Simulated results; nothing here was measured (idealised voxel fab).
Process module heading - voxel tone inversion
For reference, the cross-section in this document is cut, with width 230 nm and square cells of 5 nm.
In this document a cross-section is written as a grid of square cells. It is given as a series of bands, listed from the top down, and a band is one or more rows of cells.
This entry defines a band. It first specifies the height of the band's top and the height of its bottom in nm, and then specifies the band's materials from left to right, stating each material with its width in nm. The word "full width" identifies a single material that fills the band from edge to edge, while the word "blank" identifies empty space.
It should be noted that heights are counted from 0, beneath which the wafer as supplied is of one material throughout, and that the lowest band possesses no lower boundary but continues downward, as written in "0 -> down".
You'd read "30->40" like this: the band's top row of cells is as wide as the first number, its bottom row is as wide as the second, and going down, every row changes width by the same amount as the row before did.
Given "remained unchanged" for a step, no cell of the cross-section differs between before and after that step.
Closed-off voids of 8+ cells (no open route to the top) go in "Fully enclosed voids", written width x height at distance from the left edge, in nm.
Where a step's line continues beyond its settings, the continuation is a remark by the simulator itself on that step.
overlay nm: right-of-plan distance of the mask on a masked step; negative values mean left-of-plan.
# Planned process steps
| 1 | RECEIVE: material Si |
| 2 | CONFORMAL_DEP: material SiN, thk nm 10 |
| 3 | DIRECTIONAL_DEP: material aC, thk nm 25 |
| 4 | PATTERN: tone cover, mask id POSTS, material resist, width nm 20, pitch nm 35, thk nm 35, overlay nm 0 |
| 5 | DIRECTIONAL_ETCH: etch materials aC, depth nm 25 |
| 6 | STRIP: etch materials resist |
| 7 | FILL_DEP: material lowk, thk nm 10 |
| 8 | CMP: height nm 35 |
| 9 | STRIP: etch materials aC |
# Received-state cross-section, reflecting completion of step 1
* 0 -> down: Si full width
* Fully enclosed voids: none
# Wafer at module end, in section. Began as above, planned as above, run with one mistake
* 35 -> 25: lowk full width
* 25 -> 0: lowk 70 nm; aC 20 nm; lowk 15 nm; aC 20 nm; lowk 15 nm; aC 20 nm; lowk 70 nm
* 0 -> down: Si full width
* Fully enclosed voids: none
Finding, execution versus plan: step 2 of the plan did not run at all; it was left out
